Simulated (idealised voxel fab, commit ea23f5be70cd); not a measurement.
process module | voxel capacitor over wiring
cross-section cut | 145 nm wide | cells 5 nm
A cross-section is a grid of square cells, given in bands from the top down. A band is one or more rows of cells.
Each band's line starts with the height of the band's top and of its bottom, in nm. Then come its materials from left to right, each with its width in nm. One material with "throughout" fills the band from edge to edge. "air" is empty space.
Height 0 is the level under which the wafer as received is all one material. The lowest band goes on downwards, as in "0 down".
A width such as "30 to 40" changes by the same amount from each row of cells to the next, from the band's top row to its bottom row.
"no change" after a step means that no cell of the cross-section changed.
closed voids: empty space of 8 cells or more with no open way to the top, each as width x height at its distance from the left edge, in nm
after a step's settings: what the simulator itself notes on the step
overlay nm, on a step with a mask: how far to the right of its planned place the mask lay; to the left if negative
plan
1 op RECEIVE | material Si
2 op CONFORMAL_DEP | material SiO2 | thk nm 10
3 op CONFORMAL_DEP | material SiN | thk nm 5
4 op DIRECTIONAL_DEP | material SiO2 | thk nm 15
5 op MASKED_ETCH | tone open | mask id METAL_1 | width nm 20 | pitch nm 85 | etch materials SiO2 | depth nm 15 | overlay nm 0
6 op MASKED_ETCH | tone open | mask id METAL_1 | width nm 20 | pitch nm 85 | etch materials SiN | depth nm 5 | overlay nm 0
7 op CONFORMAL_DEP | material TiN | thk nm 5
8 op FILL_DEP | material W | thk nm 10
9 op CMP | height nm 30
10 op CONFORMAL_DEP | material SiCN | thk nm 5
11 op DIRECTIONAL_DEP | material SiO2 | thk nm 20
12 op DIRECTIONAL_DEP | material aC | thk nm 10
13 op PATTERN | tone open | mask id PLUG_1 | material resist | width nm 15 | thk nm 25 | overlay nm 0
14 op DIRECTIONAL_ETCH | etch materials aC | depth nm 10
15 op STRIP | etch materials resist
16 op DIRECTIONAL_ETCH | etch materials SiO2 | depth nm 20
17 op DIRECTIONAL_ETCH | etch materials SiCN | depth nm 5
18 op STRIP | etch materials aC
19 op EPI | material Ru | thk nm 10
20 op EPI | material Ru | thk nm 10
21 op EPI | material Ru | thk nm 5
22 op DIRECTIONAL_DEP | material TiN | thk nm 5
23 op DIRECTIONAL_DEP | material SiN | thk nm 5
24 op DIRECTIONAL_DEP | material TiN | thk nm 10
25 op MASKED_ETCH | tone cover | mask id UPPER_PLATE | width nm 70 | etch materials TiN | depth nm 10 | overlay nm 0
26 op MASKED_ETCH | tone cover | mask id UPPER_PLATE | width nm 70 | etch materials SiN | depth nm 5 | overlay nm 0
27 op DIRECTIONAL_DEP | material aC | thk nm 15
28 op PATTERN | tone cover | mask id LOWER_PLATE | material resist | width nm 80 | thk nm 35 | overlay nm 0
29 op DIRECTIONAL_ETCH | etch materials aC | depth nm 15
30 op STRIP | etch materials resist
31 op DIRECTIONAL_ETCH | etch materials TiN | depth nm 5
32 op STRIP | etch materials aC
33 op FILL_DEP | material SiO2 | thk nm 15
34 op CMP | height nm 85
35 op MASKED_ETCH | tone open | mask id PLUG_2 | width nm 15 | etch materials SiO2 | depth nm 10 | overlay nm 0
36 op CONFORMAL_DEP | material TiN | thk nm 5
37 op FILL_DEP | material Cu | thk nm 5
38 op CMP | height nm 85
39 op CONFORMAL_DEP | material SiCN | thk nm 5
as received, after step 1
  0 down: Si throughout
  closed voids: none
a wafer at the end: this start, this plan, one mistake
  90 to 85: SiCN throughout
  85 to 80: SiO2 35 | TiN 15 | SiO2 95
  80 to 75: SiO2 25 | TiN 5 | SiO2 5 | TiN 60 | SiO2 50
  75 to 70: SiO2 25 | TiN 70 | SiO2 50
  70 to 65: SiO2 25 | SiN 5 | TiN 5 | SiN 60 | SiO2 50
  65 to 60: Ru 30 | SiN 5 | Ru 110
  60 to 55: TiN 25 | Ru 15 | TiN 105
  55 to 50: SiO2 25 | TiN 15 | SiO2 105
  50 to 35: SiO2 25 | Ru 15 | SiO2 105
  35 to 30: SiCN 25 | Ru 15 | SiCN 105
  30 to 15: SiO2 20 | TiN 5 | W 10 | TiN 5 | SiO2 65 | TiN 5 | W 10 | TiN 5 | SiO2 20
  15 to 10: SiN 20 | TiN 20 | SiN 65 | TiN 20 | SiN 20
  10 to 0: SiO2 throughout
  0 down: Si throughout
  closed voids: none
what went wrong: steps 21 and 22 were swapped
